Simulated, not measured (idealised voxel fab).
Presented below is a process module, voxel fin reveal.
It is cross-section cut that appears here, measuring 230 nm in width, its square cells being 5 nm in size.
Cross-section spec: square-cell grid; bands listed top down; each band is one or more rows. In this notation a band is specified by the heights of its top and bottom, in that order and in nm, after which its materials appear from left to right, each paired with its width in nm. The word "full width" attached to a single material means that material fills the band from edge to edge; the word "blank" stands for empty space. Beneath 0, the wafer as received is one material, and that level is where height counting begins. The lowest band goes on downward without a bottom; it is written like "0 -> down". The width entry "30->40" should be interpreted row by row: the top row of cells in the band takes the first number, the bottom row takes the second number, and the change between adjacent rows is uniform throughout. Step note "remained unchanged" = no cross-section cell changed. Entry "Fully enclosed voids". Content: empty spaces with no open connection to the top, size 8 cells or greater. Each: width x height at distance. Distance: from left edge. Unit: nm. It should be noted that, on the line of a given step, the content following the step's settings is a remark produced by the simulator itself with respect to that step. overlay nm: right-of-plan distance of the mask on a masked step; negative values mean left-of-plan.
## Planned step list for the process
step 1: RECEIVE with material Si
step 2: CONFORMAL_DEP with material SiN, thk nm 10
step 3: MASKED_ETCH with tone cover, mask id FINS, width nm 15, pitch nm 45, etch materials SiN, depth nm 10, overlay nm 0
step 4: MASKED_ETCH with tone cover, mask id FINS, width nm 15, pitch nm 45, etch materials Si, depth nm 35, overlay nm 0
step 5: OXIDIZE with depth nm 5
step 6: FILL_DEP with material SiO2, thk nm 15
step 7: CMP with height nm 10
step 8: SELECTIVE_ETCH with etch materials SiO2, depth nm 25
step 9: STRIP with etch materials SiN
step 10: CONFORMAL_DEP with material SiO2, thk nm 5
It is noted that the wafers described herein are identical at the outset and are distinguished by the width nm of step 3; the value stated in the plan corresponds to the first wafer.
## Received wafers, first of several: cross-section after step 1
0 -> down: Si full width
Fully enclosed voids: none
## Heads up, this table goes wafer by wafer. A row tells you, at the end of the module, how many cells of each material that wafer has put on (+) or dropped (-) since it was received, and then its closed voids
width nm 15, -352 Si, +278 SiO2, Fully enclosed voids: none
width nm 20, -336 Si, +268 SiO2, Fully enclosed voids: none
width nm 25, -320 Si, +258 SiO2, Fully enclosed voids: none
width nm 30, -304 Si, +248 SiO2, Fully enclosed voids: none
